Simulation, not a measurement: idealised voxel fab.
process module | voxel gate over fins
Each square cell in cross-section cut measures 5 nm, and the section as a whole is 255 nm wide.
Just so we're on the same page, the cross-sections are grids of square cells, and they're listed out in bands top to bottom, each band one or more rows deep.
Look at the band entry: it leads with the top's height and the bottom's height in nm. Then it lists the materials left to right, with a width in nm for each. The word "everywhere" on a single material says that material fills the band edge to edge. The word "empty" is empty space.
Heights are measured from 0, the level below which the as-received wafer is all one material; the lowest band has no bottom and continues downward, written as in "0 nm and below".
A two-number width, for instance "30->40", indicates that the width is equal to the first number in the top row of the band and to the second number in the bottom row, and that it changes by a constant amount per row of cells.
"everything unchanged" -> step changed no cross-section cell.
The label "Voids lacking openings" introduces a list of the empty spaces, 8 cells or larger, that have no open way up to the top; each entry in it reads width x height at distance, where the distance is taken from the left edge and all three are stated in nm.
That trailing text on a step's line, after the settings, is the simulator's own remark on the step.
overlay nm: where the mask lay relative to plan, measured to the right, on steps with a mask; negatives go left.

[The following list gives the planned process steps]
| 1 | RECEIVE with material Si |
| 2 | CONFORMAL_DEP with material SiN, thk nm 5 |
| 3 | DIRECTIONAL_DEP with material aC, thk nm 15 |
| 4 | PATTERN with tone cover, mask id FINS, material resist, width nm 15, pitch nm 50, thk nm 30, overlay nm 0 |
| 5 | DIRECTIONAL_ETCH with etch materials aC, depth nm 15 |
| 6 | STRIP with etch materials resist |
| 7 | DIRECTIONAL_ETCH with etch materials SiN, depth nm 5 |
| 8 | DIRECTIONAL_ETCH with etch materials Si, depth nm 40 |
| 9 | STRIP with etch materials aC |
| 10 | OXIDIZE with depth nm 5 |
| 11 | FILL_DEP with material SiO2, thk nm 15 |
| 12 | CMP with height nm 5 |
| 13 | PATTERN with tone open, mask id RAIL, material resist, width nm 15, thk nm 15, overlay nm 0 |
| 14 | DIRECTIONAL_ETCH with etch materials SiO2, depth nm 40 |
| 15 | STRIP with etch materials resist |
| 16 | CONFORMAL_DEP with material TiN, thk nm 5 |
| 17 | FILL_DEP with material Ru, thk nm 10 |
| 18 | CMP with height nm 5 |
| 19 | SELECTIVE_ETCH with etch materials W Ru TiN, depth nm 25 |
| 20 | FILL_DEP with material SiO2, thk nm 5 |
| 21 | CMP with height nm 5 |
| 22 | SELECTIVE_ETCH with etch materials SiO2, depth nm 15 |
| 23 | STRIP with etch materials SiN |
| 24 | CONFORMAL_DEP with material HfO2, thk nm 5 |
| 25 | CONFORMAL_DEP with material TiN, thk nm 5 |
| 26 | CONFORMAL_DEP with material TiAl, thk nm 5 |
| 27 | CONFORMAL_DEP with material TiN, thk nm 5 |
| 28 | FILL_DEP with material W, thk nm 10 |
| 29 | CMP with height nm 25 |
| 30 | CONFORMAL_DEP with material SiN, thk nm 5 |
The plan shows the width nm of step 13 as the first wafer had it; this setting differs between the wafers, which start out alike.

[Cross-section of the first of several wafers as received (after step 1)]
0 nm and below | Si everywhere
Voids lacking openings: none

[Cross-section after step 30, the final step of the module, for the first of several wafers]
30 nm to 25 nm | SiN everywhere
25 nm to 20 nm | W everywhere
20 nm to 15 nm | 55 nm W / 45 nm TiN / 5 nm W / 45 nm TiN / 5 nm W / 45 nm TiN / 55 nm W
15 nm to 10 nm | 55 nm W / 5 nm TiN / 35 nm TiAl / 5 nm TiN / 5 nm W / 5 nm TiN / 35 nm TiAl / 5 nm TiN / 5 nm W / 5 nm TiN / 35 nm TiAl / 5 nm TiN / 55 nm W
10 nm to 5 nm | 60 nm TiN / 5 nm TiAl / 25 nm TiN / 5 nm TiAl / 15 nm TiN / 5 nm TiAl / 25 nm TiN / 5 nm TiAl / 15 nm TiN / 5 nm TiAl / 25 nm TiN / 5 nm TiAl / 60 nm TiN
5 nm to 0 nm | 65 nm TiAl / 5 nm TiN / 15 nm HfO2 / 5 nm TiN / 25 nm TiAl / 5 nm TiN / 15 nm HfO2 / 5 nm TiN / 25 nm TiAl / 5 nm TiN / 15 nm HfO2 / 5 nm TiN / 65 nm TiAl
0 nm to -5 nm | 70 nm TiN / 5 nm HfO2 / 5 nm Si / 5 nm HfO2 / 35 nm TiN / 5 nm HfO2 / 5 nm Si / 5 nm HfO2 / 35 nm TiN / 5 nm HfO2 / 5 nm Si / 5 nm HfO2 / 70 nm TiN
-5 nm to -10 nm | 75 nm HfO2 / 5 nm Si / 45 nm HfO2 / 5 nm Si / 45 nm HfO2 / 5 nm Si / 75 nm HfO2
-10 nm to -20 nm | 75 nm SiO2 / 5 nm Si / 45 nm SiO2 / 5 nm Si / 45 nm SiO2 / 5 nm Si / 75 nm SiO2
-20 nm to -30 nm | 75 nm SiO2 / 5 nm Si / 15 nm SiO2 / 5 nm TiN / 5 nm Ru / 5 nm TiN / 15 nm SiO2 / 5 nm Si / 45 nm SiO2 / 5 nm Si / 75 nm SiO2
-30 nm to -35 nm | 75 nm SiO2 / 5 nm Si / 15 nm SiO2 / 15 nm TiN / 15 nm SiO2 / 5 nm Si / 45 nm SiO2 / 5 nm Si / 75 nm SiO2
-35 nm to -45 nm | 75 nm SiO2 / 5 nm Si / 45 nm SiO2 / 5 nm Si / 45 nm SiO2 / 5 nm Si / 75 nm SiO2
-45 nm and below | Si everywhere
Voids lacking openings: none

[Cross-section of the final wafer among several, taken at the end of the module]
30 nm to 25 nm | SiN everywhere
25 nm to 20 nm | W everywhere
20 nm to 15 nm | 55 nm W / 45 nm TiN / 5 nm W / 45 nm TiN / 5 nm W / 45 nm TiN / 55 nm W
15 nm to 10 nm | 55 nm W / 5 nm TiN / 35 nm TiAl / 5 nm TiN / 5 nm W / 5 nm TiN / 35 nm TiAl / 5 nm TiN / 5 nm W / 5 nm TiN / 35 nm TiAl / 5 nm TiN / 55 nm W
10 nm to 5 nm | 60 nm TiN / 5 nm TiAl / 25 nm TiN / 5 nm TiAl / 15 nm TiN / 5 nm TiAl / 25 nm TiN / 5 nm TiAl / 15 nm TiN / 5 nm TiAl / 25 nm TiN / 5 nm TiAl / 60 nm TiN
5 nm to 0 nm | 65 nm TiAl / 5 nm TiN / 15 nm HfO2 / 5 nm TiN / 25 nm TiAl / 5 nm TiN / 15 nm HfO2 / 5 nm TiN / 25 nm TiAl / 5 nm TiN / 15 nm HfO2 / 5 nm TiN / 65 nm TiAl
0 nm to -5 nm | 70 nm TiN / 5 nm HfO2 / 5 nm Si / 5 nm HfO2 / 35 nm TiN / 5 nm HfO2 / 5 nm Si / 5 nm HfO2 / 35 nm TiN / 5 nm HfO2 / 5 nm Si / 5 nm HfO2 / 70 nm TiN
-5 nm to -10 nm | 75 nm HfO2 / 5 nm Si / 45 nm HfO2 / 5 nm Si / 45 nm HfO2 / 5 nm Si / 75 nm HfO2
-10 nm to -20 nm | 75 nm SiO2 / 5 nm Si / 45 nm SiO2 / 5 nm Si / 45 nm SiO2 / 5 nm Si / 75 nm SiO2
-20 nm to -30 nm | 75 nm SiO2 / 5 nm Si / 10 nm SiO2 / 5 nm TiN / 20 nm Ru / 5 nm TiN / 5 nm SiO2 / 5 nm Si / 45 nm SiO2 / 5 nm Si / 75 nm SiO2
-30 nm to -35 nm | 75 nm SiO2 / 5 nm Si / 10 nm SiO2 / 30 nm TiN / 5 nm SiO2 / 5 nm Si / 45 nm SiO2 / 5 nm Si / 75 nm SiO2
-35 nm to -45 nm | 75 nm SiO2 / 5 nm Si / 45 nm SiO2 / 5 nm Si / 45 nm SiO2 / 5 nm Si / 75 nm SiO2
-45 nm and below | Si everywhere
Voids lacking openings: none

[wafer rows; end of module; cells per material since receipt: (+) gained, (-) lost; then closed voids]
width nm 15 | +63 HfO2 | +2 Ru | -432 Si | +51 SiN | +327 SiO2 | +63 TiAl | +133 TiN | +99 W | Voids lacking openings: none
width nm 20 | +63 HfO2 | +4 Ru | -432 Si | +51 SiN | +324 SiO2 | +63 TiAl | +134 TiN | +99 W | Voids lacking openings: none
width nm 25 | +63 HfO2 | +6 Ru | -432 Si | +51 SiN | +321 SiO2 | +63 TiAl | +135 TiN | +99 W | Voids lacking openings: none
width nm 30 | +63 HfO2 | +8 Ru | -432 Si | +51 SiN | +318 SiO2 | +63 TiAl | +136 TiN | +99 W | Voids lacking openings: none
